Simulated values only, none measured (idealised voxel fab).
Title: Process Module voxel double patterning
Square cell edge 5 nm, section width 255 nm, ID cut.
Heads up, the way a cross-section reads in here is a grid of square cells, handed over as bands from the top down, with every band being one or more rows of cells.
Top, bottom (nm), then materials left to right with widths (nm); lone material tagged "edge to edge" fills the whole band edge to edge; "air" = empty space.
Height is counted from the level 0, under which the received wafer is composed throughout of one material. The lowest of the bands is not closed at the bottom but continues downward, in the notation "0 down".
Note: "30..40" means the width goes from the first number (top row of the band) to the second number (bottom row) in equal steps per row of cells.
You'll sometimes find "remained unchanged" written for a step, and that's the way of saying that nowhere in the cross-section did a cell change during that step.
Under "Fully enclosed voids" you'll find the enclosed gaps, the ones with no way out to the top, that are 8 cells or bigger; each reads width x height at distance, with distance counted from the left edge, everything in nm.
Post-settings text on a step line: simulator's own remark regarding the step.
overlay nm: for a step with a mask, the amount by which the mask lay right of where it was planned; a negative amount means left of it.
## Steps planned for the process
| 1 | RECEIVE: material Si |
| 2 | CONFORMAL_DEP: material SiO2, thk nm 5 |
| 3 | DIRECTIONAL_DEP: material TiN, thk nm 10 |
| 4 | DIRECTIONAL_DEP: material SiCN, thk nm 5 |
| 5 | PATTERN: tone open, mask id FIRST, material resist, width nm 15, pitch nm 50, thk nm 15, overlay nm -15 |
| 6 | DIRECTIONAL_ETCH: etch materials SiCN, depth nm 5 |
| 7 | STRIP: etch materials resist |
| 8 | MASKED_ETCH: tone open, mask id SECOND, width nm 15, etch materials SiCN, depth nm 5, overlay nm 0 |
| 9 | DIRECTIONAL_ETCH: etch materials TiN, depth nm 10 |
| 10 | STRIP: etch materials SiCN |
Variable across wafers: step 5 overlay nm (plan value is that of the first wafer; starting state common to all).
## As-received state after step 1, first of several wafers, cross-section
  0 down: Si edge to edge
  Fully enclosed voids: none
## The rows of the table below are wafers. Looking at the end of the module, a row counts, for every material, the cells the wafer has gained, shown as (+), or lost, shown as (-), since it was received; its closed voids come next
overlay nm -15, +51 SiO2, +86 TiN, Fully enclosed voids: none
overlay nm -10, +51 SiO2, +84 TiN, Fully enclosed voids: none
overlay nm -5, +51 SiO2, +84 TiN, Fully enclosed voids: none
overlay nm 0, +51 SiO2, +84 TiN, Fully enclosed voids: none
overlay nm 5, +51 SiO2, +84 TiN, Fully enclosed voids: none
overlay nm 10, +51 SiO2, +84 TiN, Fully enclosed voids: none
overlay nm 15, +51 SiO2, +86 TiN, Fully enclosed voids: none
